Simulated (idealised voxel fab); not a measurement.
process module | voxel ribs on slabs
cross-section cut | 200 nm wide | cells 5 nm
A cross-section is a grid of square cells, given in bands from the top down. A band is one or more rows of cells.
Each band's line starts with the height of the band's top and of its bottom, in nm. Then come its materials from left to right, each with its width in nm. One material with "throughout" fills the band from edge to edge. "air" is empty space.
Height 0 is the level under which the wafer as received is all one material. The lowest band goes on downwards, as in "0 down".
A width such as "30 to 40" changes by the same amount from each row of cells to the next, from the band's top row to its bottom row.
"no change" after a step means that no cell of the cross-section changed.
closed voids: empty space of 8 cells or more with no open way to the top, each as width x height at its distance from the left edge, in nm
after a step's settings: what the simulator itself notes on the step
overlay nm, on a step with a mask: how far to the right of its planned place the mask lay; to the left if negative
plan
1 op RECEIVE | material Si
2 op DIRECTIONAL_DEP | material SiO2 | thk nm 20
3 op DIRECTIONAL_DEP | material polySi | thk nm 15
4 op DIRECTIONAL_DEP | material aC | thk nm 10
5 op PATTERN | tone cover | mask id RIB | material resist | width nm 30 | thk nm 30 | overlay nm 0
6 op DIRECTIONAL_ETCH | etch materials aC | depth nm 10
7 op STRIP | etch materials resist
8 op DIRECTIONAL_ETCH | etch materials polySi | depth nm 10
9 op STRIP | etch materials aC
10 op MASKED_ETCH | tone cover | mask id SLAB | width nm 60 | etch materials polySi | depth nm 5 | overlay nm 0
11 op FILL_DEP | material SiO2 | thk nm 20
12 op CMP | height nm 45
13 op DIRECTIONAL_DEP | material TiN | thk nm 10
14 op DIRECTIONAL_DEP | material aC | thk nm 10
15 op PATTERN | tone cover | mask id HEATER | material resist | width nm 40 | thk nm 30 | overlay nm 0
16 op DIRECTIONAL_ETCH | etch materials aC | depth nm 10
17 op STRIP | etch materials resist
18 op DIRECTIONAL_ETCH | etch materials TiN | depth nm 10
19 op STRIP | etch materials aC
20 op CONFORMAL_DEP | material SiO2 | thk nm 5
first wafer, as planned
as received, after step 1
  0 down: Si throughout
  closed voids: none
after step 2
  20 to 0: SiO2 throughout
  below 0: unchanged
after step 3
  35 to 20: polySi throughout
  below 20: unchanged
after step 4
  45 to 35: aC throughout
  below 35: unchanged
after step 5
  75 to 45: air 85 | resist 30 | air 85
  below 45: unchanged
after step 6
  65 to 45: air 85 | resist 30 | air 85
  45 to 35: air 85 | aC 30 | air 85
  below 35: unchanged
after step 7
  45 to 35: air 85 | aC 30 | air 85
  below 35: unchanged
after step 8
  45 to 35: air 85 | aC 30 | air 85
  35 to 25: air 85 | polySi 30 | air 85
  below 25: unchanged
after step 9
  35 to 25: air 85 | polySi 30 | air 85
  below 25: unchanged
after step 10
  35 to 25: air 85 | polySi 30 | air 85
  25 to 20: air 70 | polySi 60 | air 70
  below 20: unchanged
after step 11
  55 to 35: SiO2 throughout
  35 to 25: SiO2 85 | polySi 30 | SiO2 85
  25 to 20: SiO2 70 | polySi 60 | SiO2 70
  below 20: unchanged
after step 12
  45 to 35: SiO2 throughout
  below 35: unchanged
after step 13
  55 to 45: TiN throughout
  below 45: unchanged
after step 14
  65 to 55: aC throughout
  below 55: unchanged
after step 15
  95 to 65: air 80 | resist 40 | air 80
  below 65: unchanged
after step 16
  85 to 65: air 80 | resist 40 | air 80
  65 to 55: air 80 | aC 40 | air 80
  below 55: unchanged
after step 17
  65 to 55: air 80 | aC 40 | air 80
  below 55: unchanged
after step 18
  65 to 55: air 80 | aC 40 | air 80
  55 to 45: air 80 | TiN 40 | air 80
  below 45: unchanged
after step 19
  55 to 45: air 80 | TiN 40 | air 80
  below 45: unchanged
after step 20
  60 to 55: air 75 | SiO2 50 | air 75
  55 to 50: air 75 | SiO2 5 | TiN 40 | SiO2 5 | air 75
  50 to 45: SiO2 80 | TiN 40 | SiO2 80
  below 45: unchanged
second wafer: like start, like plan, one mistake. Through step 19 it matches the first wafer
when step 20 should have ended: no change
what went wrong: step 20 was left out
at the end the second wafer has, in cells: 44 fewer of SiO2
